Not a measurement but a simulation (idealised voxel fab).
Module name: voxel released beams (process module)
The width of the displayed cross-section, cut, is 260 nm; its cells are square, with a size of 5 nm.
Bands, listed from the top down, are how a cross-section gets written in this document; the cross-section itself is a grid of square cells, and a band is one or more rows of them. It is stipulated that each band's entry specify, in nanometres, the height of the top of the band and then that of its bottom, followed by the materials of the band in left-to-right sequence, each together with its width in nanometres. A single material marked by the word "throughout" is understood to fill the band from edge to edge; the word "blank" is understood to denote empty space. The reference from which all heights are counted is 0, the level beneath which the as-received wafer is entirely one material; the lowest band, having no lower bound, proceeds downward and is written after the example "0 nm and below". A two-number width, for instance "30..40", indicates that the width is equal to the first number in the top row of the band and to the second number in the bottom row, and that it changes by a constant amount per row of cells. "nothing was modified" -> step changed no cross-section cell. "Sealed voids" - sealed voids, min. 8 cells, no opening to top; format: width x height at distance (distance from left edge; nm throughout). Formally, on a step line, whatever follows the settings is a remark that the simulator itself makes on the step. The setting "overlay nm" may be written on the line of a step. When the step uses a mask, the value reports how far to the right of the planned place the mask lay, and a negative value reports that it lay to the left.
**Set out below are the planned steps of the process**
| 1 | RECEIVE | material Si |
| 2 | CONFORMAL_DEP | material SiN | thk nm 5 |
| 3 | DIRECTIONAL_DEP | material SiO2 | thk nm 20 |
| 4 | DIRECTIONAL_DEP | material aC | thk nm 15 |
| 5 | PATTERN | tone open | mask id ANCHOR | material resist | width nm 25 | thk nm 30 | overlay nm 0 |
| 6 | DIRECTIONAL_ETCH | etch materials aC | depth nm 15 |
| 7 | STRIP | etch materials resist |
| 8 | DIRECTIONAL_ETCH | etch materials SiO2 | depth nm 20 |
| 9 | STRIP | etch materials aC |
| 10 | CONFORMAL_DEP | material W | thk nm 10 |
| 11 | PATTERN | tone cover | mask id BEAM | material resist | width nm 80 | thk nm 15 | overlay nm 0 |
| 12 | DIRECTIONAL_ETCH | etch materials W | depth nm 10 |
| 13 | STRIP | etch materials resist |
| 14 | STRIP | etch materials SiO2 |
**So this is the incoming wafer in cross-section - it's already been through step 1**
  0 nm and below  Si throughout
  Sealed voids: none
**As-planned run: cross-section of the first of two wafers at end of module**
  35 nm to 25 nm  85 nm blank, then 15 nm W, then 5 nm blank, then 60 nm W, then 95 nm blank
  25 nm to 15 nm  90 nm blank, then 10 nm W, then 5 nm blank, then 10 nm W, then 145 nm blank
  15 nm to 5 nm  90 nm blank, then 25 nm W, then 145 nm blank
  5 nm to 0 nm  SiN throughout
  0 nm and below  Si throughout
  Sealed voids: none
**Here is the second of the two wafers cut open at the end of the module - same start, same plan as the first one, but we made one mistake running it**
  30 nm to 20 nm  85 nm blank, then 15 nm W, then 5 nm blank, then 60 nm W, then 95 nm blank
  20 nm to 10 nm  90 nm blank, then 10 nm W, then 5 nm blank, then 10 nm W, then 145 nm blank
  10 nm to 0 nm  90 nm blank, then 25 nm W, then 145 nm blank
  0 nm and below  Si throughout
  Sealed voids: none
Diagnosis: step 2 of the plan did not run at all; it was left out
It is noted that, at the conclusion of processing, the second wafer exhibits a higher or lower cell count for certain materials relative to the first: SiN: 52 fewer
